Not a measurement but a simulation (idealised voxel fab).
Herein follows the process module entitled voxel air gaps.
245 nm wide, 5 nm square cells: that's cross-section cut.
A cross-section in this document is a grid of square cells, and it is written down as bands, the top band listed before the ones below it; a band is made up of one or more rows of cells.
Read a band's entry like this: the first values are the height of its top and the height of its bottom in nm, and what follows is the sequence of materials from left to right, each with its width in nm. Note that "air" is empty space, and that a single material marked "full width" reaches across the band from edge to edge.
Heights are measured from 0, the level below which the as-received wafer is all one material; the lowest band has no bottom and continues downward, written as in "from 0 down".
A width given as "30->40" starts at the first number in the band's top row and ends at the second number in its bottom row, shifting by an equal amount at every step from row to row.
When a step is marked "identical to before", none of the cells in the cross-section changed during that step.
This entry, "Closed void listing", enumerates those empty regions of no fewer than 8 cells that possess no open connection to the top. Each region is reported in the form width x height at distance, the distance being taken from the left edge, with all three quantities expressed in nm.
Past the settings on a step's line: simulator remark, on that step.
Steps that use a mask can have "overlay nm" on their line. It says how far the mask sat to the right of where it was meant to be. Negative means to the left.

Below is the list of planned process steps:
- 1: RECEIVE, material Si
- 2: CONFORMAL_DEP, material SiO2, thk nm 5
- 3: CONFORMAL_DEP, material SiN, thk nm 5
- 4: DIRECTIONAL_DEP, material SiO2, thk nm 35
- 5: PATTERN, tone open, mask id LINES, material resist, width nm 20, pitch nm 50, thk nm 20, overlay nm 0
- 6: DIRECTIONAL_ETCH, etch materials SiO2, depth nm 35
- 7: STRIP, etch materials resist
- 8: CONFORMAL_DEP, material TiN, thk nm 5
- 9: FILL_DEP, material W, thk nm 10
- 10: CMP, height nm 50
- 11: EPI, material Ru, thk nm 10
- 12: SELECTIVE_ETCH, etch materials SiO2, depth nm 45
- 13: CONFORMAL_DEP, material SiN, thk nm 5
Among the wafers covered here, the point of difference is the thk nm at step 2; their starting state is shared, and the plan presents the value of the first wafer.

Received wafers, first of several: cross-section after step 1:
	from 0 down | Si full width
	Closed void listing: none

Note: the following table is arranged by wafer, a row apiece. Each row reports the end-of-module state: per material, cells gained (+) or cells lost (-) compared with the wafer as received; closed voids follow:
thk nm 5; +98 Ru; +98 SiN; +308 SiO2; +91 TiN; +42 W; Closed void listing: none
thk nm 10; +48 Ru; +176 SiN; +98 SiO2; +48 TiN; +36 W; Closed void listing: 20 x 25 at 85; 20 x 25 at 135
thk nm 15; +48 Ru; +170 SiN; +147 SiO2; +42 TiN; +30 W; Closed void listing: 20 x 20 at 85; 20 x 20 at 135
thk nm 20; +48 Ru; +164 SiN; +196 SiO2; +36 TiN; +24 W; Closed void listing: 20 x 15 at 85; 20 x 15 at 135
thk nm 25; +48 Ru; +158 SiN; +245 SiO2; +30 TiN; +18 W; Closed void listing: 20 x 10 at 85; 20 x 10 at 135
